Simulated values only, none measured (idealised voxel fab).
Presented below is a process module, voxel self aligned contacts.
Cross-sectional view cut (width: 175 nm; square cell size: 5 nm).
The cross-sections in this document take the form of a grid made of square cells. They are written out as bands, in order from top to bottom. Each band consists of one or more rows of cells.
For a band, the entry starts with two heights in nm, that of the top and then that of the bottom, and carries on with the band's materials in order from left to right, each alongside its width in nm; the word "everywhere" beside a single material means it fills the band edge to edge, and "blank" means empty space.
Heads up on the height convention: 0 is the point under which the incoming wafer is all one material, and the lowest band has no bottom, it just keeps going down, like "top 0, no bottom".
When a width is written as two numbers, as in "30->40", the first number is the width in the top row of cells of the band and the second is the width in its bottom row, and the width changes by the same amount from each row to the next.
The designation "identical to before", where it is given for a processing step, indicates that no cell of the cross-section was altered in the course of that step.
Look at "Trapped void list" for the closed voids: empty spaces with no open path to the top, sized 8 cells or up. Each is width x height at distance, distance from the left edge, all nm.
It should be noted that, on the line of a given step, the content following the step's settings is a remark produced by the simulator itself with respect to that step.
The "overlay nm" setting may appear on a step's line; for a step that uses a mask, it gives how far to the right of its planned position the mask lay, and a negative value indicates the left.

[List of planned process steps]
1,op RECEIVE | material Si
2,op OXIDIZE | depth nm 5
3,op DIRECTIONAL_DEP | material polySi | thk nm 25
4,op DIRECTIONAL_DEP | material SiN | thk nm 20
5,op MASKED_ETCH | tone cover | mask id GATE | width nm 25 | pitch nm 65 | etch materials SiN | depth nm 20 | overlay nm 0
6,op MASKED_ETCH | tone cover | mask id GATE | width nm 25 | pitch nm 65 | etch materials polySi | depth nm 25 | overlay nm 0
7,op CONFORMAL_DEP | material SiN | thk nm 10
8,op DIRECTIONAL_ETCH | etch materials SiN | depth nm 10
9,op FILL_DEP | material SiO2 | thk nm 10
10,op CMP | height nm 50
11,op PATTERN | tone open | mask id CONTACT | material resist | width nm 50 | thk nm 15 | overlay nm 0
12,op DIRECTIONAL_ETCH | etch materials SiO2 | depth nm 55
13,op STRIP | etch materials resist
14,op CONFORMAL_DEP | material TiN | thk nm 5
15,op FILL_DEP | material W | thk nm 10
16,op CMP | height nm 50
17,op CONFORMAL_DEP | material SiCN | thk nm 5

[Incoming wafer, cross-sectional view, post step 1]
    top 0, no bottom = Si everywhere
    Trapped void list: none

[Module complete, cross-section. Starting point and plan per above. One mistake made in running the module]
    top 55, bottom 50 = SiCN everywhere
    top 50, bottom 45 = SiO2=60 | TiN=50 | SiO2=65
    top 45, bottom 25 = SiN=50 | SiO2=5 | SiN=60 | SiO2=5 | SiN=55
    top 25, bottom 0 = polySi everywhere
    top 0, bottom -5 = SiO2 everywhere
    top -5, no bottom = Si everywhere
    Trapped void list: none
The mistake made against the process plan was this: step 5 was not run as planned; what actually ran was op MASKED_ETCH | tone open | mask id GATE | width nm 25 | pitch nm 65 | etch materials SiN | depth nm 20 | overlay nm 0
